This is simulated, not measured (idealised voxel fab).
process module | voxel local oxidation
cross-section cut | 265 nm wide | cells 5 nm
A cross-section is a grid of square cells, given in bands from the top down. A band is one or more rows of cells.
Each band's line starts with the height of the band's top and of its bottom, in nm. Then come its materials from left to right, each with its width in nm. One material with "throughout" fills the band from edge to edge. "air" is empty space.
Height 0 is the level under which the wafer as received is all one material. The lowest band goes on downwards, as in "0 down".
A width such as "30 to 40" changes by the same amount from each row of cells to the next, from the band's top row to its bottom row.
"no change" after a step means that no cell of the cross-section changed.
closed voids: empty space of 8 cells or more with no open way to the top, each as width x height at its distance from the left edge, in nm
after a step's settings: what the simulator itself notes on the step
overlay nm, on a step with a mask: how far to the right of its planned place the mask lay; to the left if negative
plan
1 op RECEIVE | material Si
2 op CONFORMAL_DEP | material SiO2 | thk nm 5
3 op CONFORMAL_DEP | material SiN | thk nm 15
4 op MASKED_ETCH | tone cover | mask id ACTIVE | width nm 95 | pitch nm 120 | etch materials SiN | depth nm 15 | overlay nm 0
5 op SELECTIVE_ETCH | etch materials SiO2 | depth nm 5
6 op OXIDIZE | depth nm 10
7 op STRIP | etch materials SiN
first wafer, as planned
as received, after step 1
  0 down: Si throughout
  closed voids: none
after step 2
  5 to 0: SiO2 throughout
  below 0: unchanged
after step 3
  20 to 5: SiN throughout
  below 5: unchanged
after step 4
  20 to 5: air 25 | SiN 95 | air 25 | SiN 95 | air 25
  below 5: unchanged
after step 5
  20 to 5: air 25 | SiN 95 | air 25 | SiN 95 | air 25
  5 to 0: air 30 | SiO2 85 | air 35 | SiO2 85 | air 30
  below 0: unchanged
after step 6
  20 to 5: air 25 | SiN 95 | air 25 | SiN 95 | air 25
  5 to 0: air 30 | SiO2 85 | air 35 | SiO2 85 | air 30
  0 to -10: SiO2 40 | Si 65 | SiO2 55 | Si 65 | SiO2 40
  below -10: unchanged
after step 7
  5 to 0: air 30 | SiO2 85 | air 35 | SiO2 85 | air 30
  below 0: unchanged
second wafer: like start, like plan, one mistake. Through step 3 it matches the first wafer
when step 4 should have ended
  20 to 5: air 35 | SiN 95 | air 25 | SiN 95 | air 15
  below 5: unchanged
when step 5 should have ended
  20 to 5: air 35 | SiN 95 | air 25 | SiN 95 | air 15
  5 to 0: air 40 | SiO2 85 | air 35 | SiO2 85 | air 20
  below 0: unchanged
when step 6 should have ended
  20 to 5: air 35 | SiN 95 | air 25 | SiN 95 | air 15
  5 to 0: air 40 | SiO2 85 | air 35 | SiO2 85 | air 20
  0 to -10: SiO2 50 | Si 65 | SiO2 55 | Si 65 | SiO2 30
  below -10: unchanged
when step 7 should have ended
  5 to 0: air 40 | SiO2 85 | air 35 | SiO2 85 | air 20
  below 0: unchanged
what went wrong: step 4 ran as: op MASKED_ETCH | tone cover | mask id ACTIVE | width nm 95 | pitch nm 120 | etch materials SiN | depth nm 15 | overlay nm 10
at the end the second wafer has, in cells: as many of each material as the first, in other places
